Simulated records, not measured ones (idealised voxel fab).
The process module that follows is named voxel self aligned vias.
Cross-section cut spans 165 nm and uses square cells 5 nm in size.
Each cross-section below is a grid of square cells, stated as bands in top-down order, with one or more rows of cells making up each band.
What a band's entry tells you: where the top is and where the bottom is, as heights in nm, and after that what lies inside, material by material from left to right, each with its width in nm. Empty space is written as the word "air", and a single material marked with the word "everywhere" occupies the band from edge to edge.
Where do heights start? At 0: under that level the wafer as delivered is made of one material only. And the lowest band has no floor; it just carries on downward, as in "0 nm and below".
Note: "30->40" means the width goes from the first number (top row of the band) to the second number (bottom row) in equal steps per row of cells.
"no modifications" after a step means that no cell of the cross-section changed.
What "Trapped voids" gives you is every empty space of 8 cells or more that is cut off from the top. Each appears as width x height at distance, with the distance taken from the left edge and width, height and distance all in nm.
Whatever follows a step's settings on its line is a remark the simulator itself makes about that step.
overlay nm: where the mask lay relative to plan, measured to the right, on steps with a mask; negatives go left.

**Planned process steps**
step 1: RECEIVE with material Si
step 2: CONFORMAL_DEP with material SiO2, thk nm 15
step 3: CONFORMAL_DEP with material SiCN, thk nm 5
step 4: DIRECTIONAL_DEP with material lowk, thk nm 30
step 5: PATTERN with tone open, mask id LINES, material resist, width nm 30, pitch nm 80, thk nm 20, overlay nm 0
step 6: DIRECTIONAL_ETCH with etch materials lowk, depth nm 30
step 7: STRIP with etch materials resist
step 8: CONFORMAL_DEP with material TiN, thk nm 5
step 9: FILL_DEP with material W, thk nm 10
step 10: CMP with height nm 50
step 11: SELECTIVE_ETCH with etch materials W Ru TiN, depth nm 10
step 12: FILL_DEP with material SiN, thk nm 5
step 13: CMP with height nm 50
step 14: DIRECTIONAL_DEP with material lowk, thk nm 20
step 15: DIRECTIONAL_DEP with material aC, thk nm 10
step 16: PATTERN with tone open, mask id VIAS, material resist, width nm 50, pitch nm 80, thk nm 30, overlay nm 0
step 17: DIRECTIONAL_ETCH with etch materials aC, depth nm 10
step 18: STRIP with etch materials resist
step 19: DIRECTIONAL_ETCH with etch materials lowk, depth nm 20
step 20: DIRECTIONAL_ETCH with etch materials SiN, depth nm 10
step 21: STRIP with etch materials aC
step 22: CONFORMAL_DEP with material TiN, thk nm 5
step 23: FILL_DEP with material W, thk nm 10
step 24: CMP with height nm 70
step 25: CONFORMAL_DEP with material SiCN, thk nm 5

**Cross-section of the wafer upon arrival, representing the state reached after step 1**
* 0 nm and below: Si everywhere
* Trapped voids: none

**Cross-section, first of two wafers, end of module, run as planned**
* 75 nm to 70 nm: SiCN everywhere
* 70 nm to 55 nm: 15 lowk | 5 TiN | 40 W | 5 TiN | 30 lowk | 5 TiN | 40 W | 5 TiN | 20 lowk
* 55 nm to 45 nm: 15->25 lowk | 15->5 TiN | 20 W | 15->5 TiN | 30->50 lowk | 15->5 TiN | 20 W | 15->5 TiN | 20->30 lowk
* 45 nm to 40 nm: 25 lowk | 30 TiN | 50 lowk | 30 TiN | 30 lowk
* 40 nm to 25 nm: 25 lowk | 5 TiN | 20 W | 5 TiN | 50 lowk | 5 TiN | 20 W | 5 TiN | 30 lowk
* 25 nm to 20 nm: 25 lowk | 30 TiN | 50 lowk | 30 TiN | 30 lowk
* 20 nm to 15 nm: SiCN everywhere
* 15 nm to 0 nm: SiO2 everywhere
* 0 nm and below: Si everywhere
* Trapped voids: none

**The second wafer, shown in cross-section after the module: started the same way as the first and given the same plan, yet one mistake crept into how it was run**
* 75 nm to 70 nm: SiCN everywhere
* 70 nm to 55 nm: 15 lowk | 5 TiN | 40 W | 5 TiN | 30 lowk | 5 TiN | 40 W | 5 TiN | 20 lowk
* 55 nm to 50 nm: 15 lowk | 50 TiN | 30 lowk | 50 TiN | 20 lowk
* 50 nm to 45 nm: SiCN everywhere
* 45 nm to 15 nm: lowk everywhere
* 15 nm to 0 nm: SiO2 everywhere
* 0 nm and below: Si everywhere
* Trapped voids: none
Deviation noted in wafer processing: the executed order of steps 3 and 4 is the reverse of that specified in the plan, each step having taken the other's position
FYI, end of process, the second wafer has more or fewer cells of some materials than the first: TiN -32; W -40; lowk +72
